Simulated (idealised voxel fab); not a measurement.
The document below concerns the process module designated voxel capacitor over wiring.
Section cut is 235 nm wide and gridded with 5 nm square cells.
How to read a cross-section here: the picture is a grid of square cells, written as bands going from the top down, and any band can span one or more rows of cells. Look at the band entry: it leads with the top's height and the bottom's height in nm. Then it lists the materials left to right, with a width in nm for each. The word "all across" on a single material says that material fills the band edge to edge. The word "air" is empty space. Heads up on the height convention: 0 is the point under which the incoming wafer is all one material, and the lowest band has no bottom, it just keeps going down, like "0 -> down". Top row gets the first number, bottom row gets the second, and each row in between changes by the same step: that is how a band width like "30 to 40" works. "changes: none" -> step changed no cross-section cell. This entry, "Fully sealed voids", enumerates those empty regions of no fewer than 8 cells that possess no open connection to the top. Each region is reported in the form width x height at distance, the distance being taken from the left edge, with all three quantities expressed in nm. Where a step's line continues beyond its settings, the continuation is a remark by the simulator itself on that step. "overlay nm" answers the question of how far to the right of plan the mask lay on a step that has a mask, and when it is negative the answer is to the left.

The planned process steps are enumerated hereunder:
- 1: RECEIVE: material Si
- 2: CONFORMAL_DEP: material SiO2, thk nm 10
- 3: CONFORMAL_DEP: material SiCN, thk nm 5
- 4: DIRECTIONAL_DEP: material SiO2, thk nm 15
- 5: PATTERN: tone open, mask id METAL_1, material resist, width nm 30, pitch nm 100, thk nm 20, overlay nm 0
- 6: DIRECTIONAL_ETCH: etch materials SiO2, depth nm 15
- 7: DIRECTIONAL_ETCH: etch materials SiCN, depth nm 5
- 8: STRIP: etch materials resist
- 9: CONFORMAL_DEP: material TiN, thk nm 5
- 10: FILL_DEP: material Cu, thk nm 5
- 11: CMP: height nm 30
- 12: CONFORMAL_DEP: material SiCN, thk nm 5
- 13: DIRECTIONAL_DEP: material lowk, thk nm 15
- 14: MASKED_ETCH: tone open, mask id PLUG_1, width nm 15, etch materials lowk, depth nm 15, overlay nm 0
- 15: MASKED_ETCH: tone open, mask id PLUG_1, width nm 15, etch materials SiCN, depth nm 5, overlay nm 0
- 16: EPI: material Ru, thk nm 10
- 17: EPI: material Ru, thk nm 10
- 18: DIRECTIONAL_DEP: material TiN, thk nm 5
- 19: DIRECTIONAL_DEP: material Al2O3, thk nm 5
- 20: DIRECTIONAL_DEP: material TiN, thk nm 5
- 21: MASKED_ETCH: tone cover, mask id UPPER_PLATE, width nm 75, etch materials TiN, depth nm 5, overlay nm 0
- 22: MASKED_ETCH: tone cover, mask id UPPER_PLATE, width nm 75, etch materials Al2O3, depth nm 5, overlay nm 0
- 23: PATTERN: tone cover, mask id LOWER_PLATE, material resist, width nm 85, thk nm 15, overlay nm 0
- 24: DIRECTIONAL_ETCH: etch materials TiN, depth nm 5
- 25: STRIP: etch materials resist
- 26: FILL_DEP: material SiO2, thk nm 15
- 27: CMP: height nm 75
- 28: DIRECTIONAL_DEP: material aC, thk nm 10
- 29: PATTERN: tone open, mask id PLUG_2, material resist, width nm 15, thk nm 30, overlay nm 0
- 30: DIRECTIONAL_ETCH: etch materials aC, depth nm 10
- 31: STRIP: etch materials resist
- 32: DIRECTIONAL_ETCH: etch materials SiO2, depth nm 10
- 33: STRIP: etch materials aC
- 34: CONFORMAL_DEP: material TiN, thk nm 5
- 35: FILL_DEP: material Cu, thk nm 10
- 36: CMP: height nm 75
- 37: CONFORMAL_DEP: material SiCN, thk nm 5

So this is the incoming wafer in cross-section - it's already been through step 1:
0 -> down: Si all across
Fully sealed voids: none

The first of the two wafers as seen in cross-section once the module was finished; processing followed the plan:
80 -> 75: SiCN all across
75 -> 70: SiO2 75 nm; TiN 5 nm; Cu 5 nm; TiN 5 nm; SiO2 145 nm
70 -> 60: SiO2 75 to 65 nm; TiN 15 to 75 nm; SiO2 145 to 95 nm
60 -> 55: SiO2 65 nm; Al2O3 75 nm; SiO2 95 nm
55 -> 50: SiO2 60 nm; TiN 85 nm; SiO2 90 nm
50 -> 35: lowk 65 nm; Ru 15 nm; lowk 155 nm
35 -> 30: SiCN 65 nm; Ru 15 nm; SiCN 155 nm
30 -> 15: SiO2 50 nm; TiN 5 nm; Cu 20 nm; TiN 5 nm; SiO2 70 nm; TiN 5 nm; Cu 20 nm; TiN 5 nm; SiO2 55 nm
15 -> 10: SiCN 50 nm; TiN 30 nm; SiCN 70 nm; TiN 30 nm; SiCN 55 nm
10 -> 0: SiO2 all across
0 -> down: Si all across
Fully sealed voids: none

What the second wafer looks like in cross-section once the module is done. Its start and its plan matched the first wafer's exactly; what differed was one mistake in how it was run:
80 -> 75: SiCN all across
75 -> 70: SiO2 75 nm; TiN 5 nm; Cu 5 nm; TiN 5 nm; SiO2 145 nm
70 -> 60: SiO2 75 to 65 nm; TiN 15 to 75 nm; SiO2 145 to 95 nm
60 -> 55: SiO2 65 nm; Al2O3 75 nm; SiO2 95 nm
55 -> 50: SiO2 60 nm; TiN 85 nm; SiO2 90 nm
50 -> 35: lowk 65 nm; Ru 15 nm; lowk 155 nm
35 -> 30: SiCN 65 nm; Ru 15 nm; SiCN 155 nm
30 -> 25: Cu all across
25 -> 20: TiN 55 nm; Cu 20 nm; TiN 80 nm; Cu 20 nm; TiN 60 nm
20 -> 5: SiO2 50 nm; TiN 5 nm; Cu 20 nm; TiN 5 nm; SiO2 70 nm; TiN 5 nm; Cu 20 nm; TiN 5 nm; SiO2 55 nm
5 -> 0: SiCN 50 nm; TiN 30 nm; SiCN 70 nm; TiN 30 nm; SiCN 55 nm
0 -> down: Si all across
Fully sealed voids: none
Here's what went sideways: step 2 of the plan was jumped over and never run
FYI, end of process, the second wafer has more or fewer cells of some materials than the first: Cu +55 | SiO2 -94 | TiN +39
